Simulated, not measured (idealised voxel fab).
process module | voxel double patterning
cross-section cut | 175 nm wide | cells 5 nm
A cross-section is a grid of square cells, given in bands from the top down. A band is one or more rows of cells.
Each band's line starts with the height of the band's top and of its bottom, in nm. Then come its materials from left to right, each with its width in nm. One material with "throughout" fills the band from edge to edge. "air" is empty space.
Height 0 is the level under which the wafer as received is all one material. The lowest band goes on downwards, as in "0 down".
A width such as "30 to 40" changes by the same amount from each row of cells to the next, from the band's top row to its bottom row.
"no change" after a step means that no cell of the cross-section changed.
closed voids: empty space of 8 cells or more with no open way to the top, each as width x height at its distance from the left edge, in nm
after a step's settings: what the simulator itself notes on the step
overlay nm, on a step with a mask: how far to the right of its planned place the mask lay; to the left if negative
plan
1 op RECEIVE | material Si
2 op CONFORMAL_DEP | material SiO2 | thk nm 10
3 op DIRECTIONAL_DEP | material W | thk nm 10
4 op DIRECTIONAL_DEP | material SiCN | thk nm 5
5 op DIRECTIONAL_DEP | material aC | thk nm 10
6 op PATTERN | tone open | mask id FIRST | material resist | width nm 15 | pitch nm 50 | thk nm 25 | overlay nm 0
7 op DIRECTIONAL_ETCH | etch materials aC | depth nm 10
8 op STRIP | etch materials resist
9 op DIRECTIONAL_ETCH | etch materials SiCN | depth nm 5
10 op STRIP | etch materials aC
11 op PATTERN | tone open | mask id SECOND | material resist | width nm 15 | pitch nm 50 | thk nm 15 | overlay nm -15
12 op DIRECTIONAL_ETCH | etch materials SiCN | depth nm 5
13 op STRIP | etch materials resist
14 op DIRECTIONAL_ETCH | etch materials W | depth nm 10
15 op STRIP | etch materials SiCN
varied across the wafers: overlay nm of step 11. The plan shows the first wafer's value. All wafers start alike
first wafer as received, after step 1
  0 down: Si throughout
  closed voids: none
each wafer at the end: cells of each material gained (+) or lost (-) since it was received, then its closed voids
overlay nm -15 | +70 SiO2 | +44 W | closed voids: none
overlay nm -10 | +70 SiO2 | +40 W | closed voids: none
overlay nm -5 | +70 SiO2 | +40 W | closed voids: none
overlay nm 0 | +70 SiO2 | +40 W | closed voids: none
overlay nm 5 | +70 SiO2 | +40 W | closed voids: none
overlay nm 10 | +70 SiO2 | +40 W | closed voids: none
overlay nm 15 | +70 SiO2 | +44 W | closed voids: none
